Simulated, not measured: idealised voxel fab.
Documented hereafter: the process module known as voxel transistor to metal.
Shown is cross-section cut, with a width of 300 nm and square cells of size 5 nm.
Notation: cross-section as square-cell grid; stated in bands, top first, going down; one or more cell rows per band. Read a band's entry like this: the first values are the height of its top and the height of its bottom in nm, and what follows is the sequence of materials from left to right, each with its width in nm. Note that "blank" is empty space, and that a single material marked "throughout" reaches across the band from edge to edge. Note: height 0 marks the level under which the wafer is uniformly one material as received. Lowest band unbounded below, written "top 0, no bottom". You'd read "30->40" like this: the band's top row of cells is as wide as the first number, its bottom row is as wide as the second, and going down, every row changes width by the same amount as the row before did. The designation "nothing changed", where it is given for a processing step, indicates that no cell of the cross-section was altered in the course of that step. Each empty space that has no open way to the top and spans at least 8 cells appears under "Voids, sealed" as width x height at distance, the distance counted from the left edge, all in nm. Anything after a step's settings on that line? It's the simulator's own note about the step. overlay nm, on a step with a mask: how far to the right of its planned place the mask lay; to the left if negative.

Here's what the planned process steps look like:
1) op RECEIVE | material Si
2) op OXIDIZE | depth nm 5
3) op CONFORMAL_DEP | material SiN | thk nm 10
4) op MASKED_ETCH | tone cover | mask id ACTIVE | width nm 110 | pitch nm 130 | etch materials SiN | depth nm 10 | overlay nm -15
5) op MASKED_ETCH | tone cover | mask id ACTIVE | width nm 110 | pitch nm 130 | etch materials SiO2 | depth nm 5 | overlay nm 0
6) op MASKED_ETCH | tone cover | mask id ACTIVE | width nm 110 | pitch nm 130 | etch materials Si | depth nm 20 | overlay nm 0
7) op FILL_DEP | material SiO2 | thk nm 5
8) op CMP | height nm 10
9) op SELECTIVE_ETCH | etch materials SiO2 | depth nm 10
10) op STRIP | etch materials SiN
11) op SELECTIVE_ETCH | etch materials SiO2 | depth nm 5
12) op OXIDIZE | depth nm 5
13) op DIRECTIONAL_DEP | material polySi | thk nm 20
14) op DIRECTIONAL_DEP | material SiCN | thk nm 10
15) op DIRECTIONAL_DEP | material aC | thk nm 15
16) op PATTERN | tone cover | mask id GATE | material resist | width nm 30 | pitch nm 130 | thk nm 30 | overlay nm 0
17) op DIRECTIONAL_ETCH | etch materials aC | depth nm 15
18) op STRIP | etch materials resist
19) op DIRECTIONAL_ETCH | etch materials SiCN | depth nm 20
20) op DIRECTIONAL_ETCH | etch materials polySi | depth nm 30
21) op STRIP | etch materials aC
22) op CONFORMAL_DEP | material SiO2 | thk nm 5
23) op DIRECTIONAL_ETCH | etch materials SiO2 | depth nm 5
24) op CONFORMAL_DEP | material SiN | thk nm 5
25) op DIRECTIONAL_ETCH | etch materials SiN | depth nm 5
26) op DIRECTIONAL_ETCH | etch materials SiO2 | depth nm 5
27) op DIRECTIONAL_ETCH | etch materials Si | depth nm 15
28) op EPI | material SiGe | thk nm 15
29) op FILL_DEP | material SiO2 | thk nm 10
30) op CMP | height nm 15
31) op STRIP | etch materials polySi
32) op SELECTIVE_ETCH | etch materials SiO2 | depth nm 5
33) op CONFORMAL_DEP | material HfO2 | thk nm 5
34) op CONFORMAL_DEP | material TiN | thk nm 5
35) op FILL_DEP | material W | thk nm 10
36) op CMP | height nm 10
37) op DIRECTIONAL_DEP | material SiO2 | thk nm 10
38) op MASKED_ETCH | tone open | mask id CONTACT | width nm 15 | etch materials SiO2 | depth nm 30 | overlay nm 0
39) op CONFORMAL_DEP | material TiN | thk nm 5
40) op FILL_DEP | material W | thk nm 5
41) op CMP | height nm 20
42) op CONFORMAL_DEP | material SiCN | thk nm 5
43) op DIRECTIONAL_DEP | material SiO2 | thk nm 15
44) op DIRECTIONAL_DEP | material aC | thk nm 15
45) op PATTERN | tone open | mask id METAL_1 | material resist | width nm 15 | thk nm 35 | overlay nm 0
46) op DIRECTIONAL_ETCH | etch materials aC | depth nm 15
47) op STRIP | etch materials resist
48) op DIRECTIONAL_ETCH | etch materials SiO2 | depth nm 15
49) op DIRECTIONAL_ETCH | etch materials SiCN | depth nm 5
50) op STRIP | etch materials aC
51) op CONFORMAL_DEP | material TiN | thk nm 5
52) op FILL_DEP | material W | thk nm 10
53) op CMP | height nm 40
54) op CONFORMAL_DEP | material SiN | thk nm 5
Among the wafers covered here, the point of difference is the overlay nm at step 4; their starting state is shared, and the plan presents the value of the first wafer.

This is how the first of several wafers looked in cross-section when it arrived, which is after step 1:
  top 0, no bottom = Si throughout
  Voids, sealed: none

End of module: cross-section of the first of several wafers after step 54, the last step:
  top 45, bottom 40 = SiN throughout
  top 40, bottom 25 = SiO2: 40 / TiN: 5 / W: 5 / TiN: 5 / SiO2: 60 / TiN: 5 / W: 5 / TiN: 5 / SiO2: 40 / TiN: 5 / W: 5 / TiN: 5 / SiO2: 60 / TiN: 5 / W: 5 / TiN: 5 / SiO2: 40
  top 25, bottom 20 = SiCN: 40 / TiN: 15 / SiCN: 60 / TiN: 15 / SiCN: 40 / TiN: 15 / SiCN: 60 / TiN: 15 / SiCN: 40
  top 20, bottom 10 = SiO2: 40 / TiN: 5 / W: 5 / TiN: 5 / SiO2: 60 / TiN: 5 / W: 5 / TiN: 5 / SiO2: 40 / TiN: 5 / W: 5 / TiN: 5 / SiO2: 60 / TiN: 5 / W: 5 / TiN: 5 / SiO2: 40
  top 10, bottom 5 = SiO2: 40 / TiN: 15 / SiO2: 5 / SiN: 5 / HfO2: 5 / TiN: 5 / W: 20 / TiN: 5 / HfO2: 5 / SiN: 5 / SiO2: 5 / TiN: 15 / SiO2: 40 / TiN: 15 / SiO2: 5 / SiN: 5 / HfO2: 5 / TiN: 5 / W: 20 / TiN: 5 / HfO2: 5 / SiN: 5 / SiO2: 5 / TiN: 15 / SiO2: 40
  top 5, bottom 0 = SiO2: 40 / TiN: 5 / SiGe: 15 / SiN: 5 / HfO2: 5 / TiN: 5 / W: 20 / TiN: 5 / HfO2: 5 / SiN: 5 / SiGe: 15 / TiN: 5 / SiO2: 40 / TiN: 5 / SiGe: 15 / SiN: 5 / HfO2: 5 / TiN: 5 / W: 20 / TiN: 5 / HfO2: 5 / SiN: 5 / SiGe: 15 / TiN: 5 / SiO2: 40
  top 0, bottom -5 = SiO2: 40 / TiN: 5 / SiGe: 15 / SiN: 5 / HfO2: 5 / TiN: 30 / HfO2: 5 / SiN: 5 / SiGe: 15 / TiN: 5 / SiO2: 40 / TiN: 5 / SiGe: 15 / SiN: 5 / HfO2: 5 / TiN: 30 / HfO2: 5 / SiN: 5 / SiGe: 15 / TiN: 5 / SiO2: 40
  top -5, bottom -10 = SiO2: 40 / TiN: 5 / SiGe: 15 / SiO2: 5 / HfO2: 40 / SiO2: 5 / SiGe: 15 / TiN: 5 / SiO2: 40 / TiN: 5 / SiGe: 15 / SiO2: 5 / HfO2: 40 / SiO2: 5 / SiGe: 15 / TiN: 5 / SiO2: 40
  top -10, bottom -25 = SiO2: 15 / SiGe: 45 / Si: 50 / SiGe: 30 / SiO2: 5 / SiGe: 45 / Si: 50 / SiGe: 30 / SiO2: 30
  top -25, no bottom = Si throughout
  Voids, sealed: none

Cross-sectional depiction of the last of several wafers upon completion of the module:
  top 45, bottom 40 = SiN throughout
  top 40, bottom 25 = SiO2: 40 / TiN: 5 / W: 5 / TiN: 5 / SiO2: 60 / TiN: 5 / W: 5 / TiN: 5 / SiO2: 40 / TiN: 5 / W: 5 / TiN: 5 / SiO2: 60 / TiN: 5 / W: 5 / TiN: 5 / SiO2: 40
  top 25, bottom 20 = SiCN: 40 / TiN: 15 / SiCN: 60 / TiN: 15 / SiCN: 40 / TiN: 15 / SiCN: 60 / TiN: 15 / SiCN: 40
  top 20, bottom 10 = SiO2: 40 / TiN: 5 / W: 5 / TiN: 5 / SiO2: 60 / TiN: 5 / W: 5 / TiN: 5 / SiO2: 40 / TiN: 5 / W: 5 / TiN: 5 / SiO2: 60 / TiN: 5 / W: 5 / TiN: 5 / SiO2: 40
  top 10, bottom 5 = SiO2: 40 / TiN: 15 / SiO2: 5 / SiN: 5 / HfO2: 5 / TiN: 5 / W: 20 / TiN: 5 / HfO2: 5 / SiN: 5 / SiO2: 5 / TiN: 15 / SiO2: 40 / TiN: 15 / SiO2: 5 / SiN: 5 / HfO2: 5 / TiN: 5 / W: 20 / TiN: 5 / HfO2: 5 / SiN: 5 / SiO2: 5 / TiN: 15 / SiO2: 40
  top 5, bottom 0 = SiO2: 40 / TiN: 5 / SiGe: 15 / SiN: 5 / HfO2: 5 / TiN: 5 / W: 20 / TiN: 5 / HfO2: 5 / SiN: 5 / SiGe: 15 / TiN: 5 / SiO2: 40 / TiN: 5 / SiGe: 15 / SiN: 5 / HfO2: 5 / TiN: 5 / W: 20 / TiN: 5 / HfO2: 5 / SiN: 5 / SiGe: 15 / TiN: 5 / SiO2: 40
  top 0, bottom -5 = SiO2: 40 / TiN: 5 / SiGe: 15 / SiN: 5 / HfO2: 5 / TiN: 30 / HfO2: 5 / SiN: 5 / SiGe: 15 / TiN: 5 / SiO2: 40 / TiN: 5 / SiGe: 15 / SiN: 5 / HfO2: 5 / TiN: 30 / HfO2: 5 / SiN: 5 / SiGe: 15 / TiN: 5 / SiO2: 40
  top -5, bottom -10 = SiO2: 40 / TiN: 5 / SiGe: 15 / SiO2: 5 / HfO2: 40 / SiO2: 5 / SiGe: 15 / TiN: 5 / SiO2: 40 / TiN: 5 / SiGe: 15 / SiO2: 5 / HfO2: 40 / SiO2: 5 / SiGe: 15 / TiN: 5 / SiO2: 40
  top -10, bottom -25 = SiO2: 30 / SiGe: 30 / Si: 50 / SiGe: 45 / SiO2: 5 / SiGe: 30 / Si: 50 / SiGe: 45 / SiO2: 15
  top -25, no bottom = Si throughout
  Voids, sealed: none

Each wafer at the end: cells of each material gained (+) or lost (-) since it was received, then its closed voids:
overlay nm -15; +28 HfO2; -240 Si; +48 SiCN; +126 SiGe; +72 SiN; +374 SiO2; +96 TiN; +36 W; Voids, sealed: none
overlay nm -10; +28 HfO2; -240 Si; +48 SiCN; +120 SiGe; +72 SiN; +380 SiO2; +96 TiN; +36 W; Voids, sealed: none
overlay nm -5; +28 HfO2; -240 Si; +48 SiCN; +114 SiGe; +72 SiN; +386 SiO2; +96 TiN; +36 W; Voids, sealed: none
overlay nm 0; +28 HfO2; -240 Si; +48 SiCN; +108 SiGe; +72 SiN; +392 SiO2; +96 TiN; +36 W; Voids, sealed: none
overlay nm 5; +28 HfO2; -240 Si; +48 SiCN; +114 SiGe; +72 SiN; +386 SiO2; +96 TiN; +36 W; Voids, sealed: none
overlay nm 10; +28 HfO2; -240 Si; +48 SiCN; +120 SiGe; +72 SiN; +380 SiO2; +96 TiN; +36 W; Voids, sealed: none
overlay nm 15; +28 HfO2; -240 Si; +48 SiCN; +126 SiGe; +72 SiN; +374 SiO2; +96 TiN; +36 W; Voids, sealed: none
